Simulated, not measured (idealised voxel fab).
process module | voxel gate over fins
cross-section cut | 240 nm wide | cells 5 nm
A cross-section is a grid of square cells, given in bands from the top down. A band is one or more rows of cells.
Each band's line starts with the height of the band's top and of its bottom, in nm. Then come its materials from left to right, each with its width in nm. One material with "throughout" fills the band from edge to edge. "air" is empty space.
Height 0 is the level under which the wafer as received is all one material. The lowest band goes on downwards, as in "0 down".
A width such as "30 to 40" changes by the same amount from each row of cells to the next, from the band's top row to its bottom row.
"no change" after a step means that no cell of the cross-section changed.
closed voids: empty space of 8 cells or more with no open way to the top, each as width x height at its distance from the left edge, in nm
after a step's settings: what the simulator itself notes on the step
overlay nm, on a step with a mask: how far to the right of its planned place the mask lay; to the left if negative
plan
1 op RECEIVE | material Si
2 op CONFORMAL_DEP | material SiN | thk nm 5
3 op PATTERN | tone cover | mask id FINS | material resist | width nm 15 | pitch nm 60 | thk nm 20 | overlay nm 0
4 op DIRECTIONAL_ETCH | etch materials SiN | depth nm 5
5 op DIRECTIONAL_ETCH | etch materials Si | depth nm 35
6 op STRIP | etch materials resist
7 op OXIDIZE | depth nm 5
8 op FILL_DEP | material SiO2 | thk nm 15
9 op CMP | height nm 5
10 op MASKED_ETCH | tone open | mask id RAIL | width nm 15 | etch materials SiO2 | depth nm 35 | overlay nm 0
11 op CONFORMAL_DEP | material TiN | thk nm 5
12 op FILL_DEP | material W | thk nm 5
13 op CMP | height nm 5
14 op SELECTIVE_ETCH | etch materials W Ru TiN | depth nm 30
15 op FILL_DEP | material SiO2 | thk nm 5
16 op CMP | height nm 5
17 op SELECTIVE_ETCH | etch materials SiO2 | depth nm 20
18 op STRIP | etch materials SiN
19 op CONFORMAL_DEP | material HfO2 | thk nm 5
20 op CONFORMAL_DEP | material TiN | thk nm 5
21 op CONFORMAL_DEP | material TiAl | thk nm 5
22 op CONFORMAL_DEP | material TiN | thk nm 5
23 op FILL_DEP | material W | thk nm 15
24 op CMP | height nm 30
25 op CONFORMAL_DEP | material SiCN | thk nm 5
as received, after step 1
  0 down: Si throughout
  closed voids: none
first wafer at the end, as planned
  35 to 30: SiCN throughout
  30 to 20: W throughout
  20 to 15: W 65 | TiN 45 | W 15 | TiN 45 | W 70
  15 to 10: W 65 | TiN 5 | TiAl 35 | TiN 5 | W 15 | TiN 5 | TiAl 35 | TiN 5 | W 70
  10 to 5: W 65 | TiN 5 | TiAl 5 | TiN 25 | TiAl 5 | TiN 5 | W 15 | TiN 5 | TiAl 5 | TiN 25 | TiAl 5 | TiN 5 | W 70
  5 to 0: TiN 70 | TiAl 5 | TiN 5 | HfO2 15 | TiN 5 | TiAl 5 | TiN 25 | TiAl 5 | TiN 5 | HfO2 15 | TiN 5 | TiAl 5 | TiN 75
  0 to -5: TiAl 75 | TiN 5 | HfO2 5 | Si 5 | HfO2 5 | TiN 5 | TiAl 35 | TiN 5 | HfO2 5 | Si 5 | HfO2 5 | TiN 5 | TiAl 80
  -5 to -10: TiN 80 | HfO2 5 | Si 5 | HfO2 5 | TiN 45 | HfO2 5 | Si 5 | HfO2 5 | TiN 85
  -10 to -15: HfO2 85 | Si 5 | HfO2 55 | Si 5 | HfO2 90
  -15 to -25: SiO2 85 | Si 5 | SiO2 55 | Si 5 | SiO2 90
  -25 to -30: SiO2 85 | Si 5 | SiO2 20 | TiN 15 | SiO2 20 | Si 5 | SiO2 90
  -30 to -40: SiO2 85 | Si 5 | SiO2 55 | Si 5 | SiO2 90
  -40 down: Si throughout
  closed voids: none
second wafer at the end: like start, like plan, one mistake
  35 to 30: SiCN throughout
  30 to 20: W throughout
  20 to 15: W 65 | TiAl 45 | W 15 | TiAl 45 | W 70
  15 to 5: W 65 | TiAl 5 | TiN 35 | TiAl 5 | W 15 | TiAl 5 | TiN 35 | TiAl 5 | W 70
  5 to 0: TiAl 70 | TiN 10 | HfO2 15 | TiN 10 | TiAl 25 | TiN 10 | HfO2 15 | TiN 10 | TiAl 75
  0 to -10: TiN 80 | HfO2 5 | Si 5 | HfO2 5 | TiN 45 | HfO2 5 | Si 5 | HfO2 5 | TiN 85
  -10 to -15: HfO2 85 | Si 5 | HfO2 55 | Si 5 | HfO2 90
  -15 to -25: SiO2 85 | Si 5 | SiO2 55 | Si 5 | SiO2 90
  -25 to -30: SiO2 85 | Si 5 | SiO2 20 | TiN 15 | SiO2 20 | Si 5 | SiO2 90
  -30 to -40: SiO2 85 | Si 5 | SiO2 55 | Si 5 | SiO2 90
  -40 down: Si throughout
  closed voids: none
what went wrong: steps 21 and 22 were swapped
at the end the second wafer has, in cells: as many of each material as the first, in other places
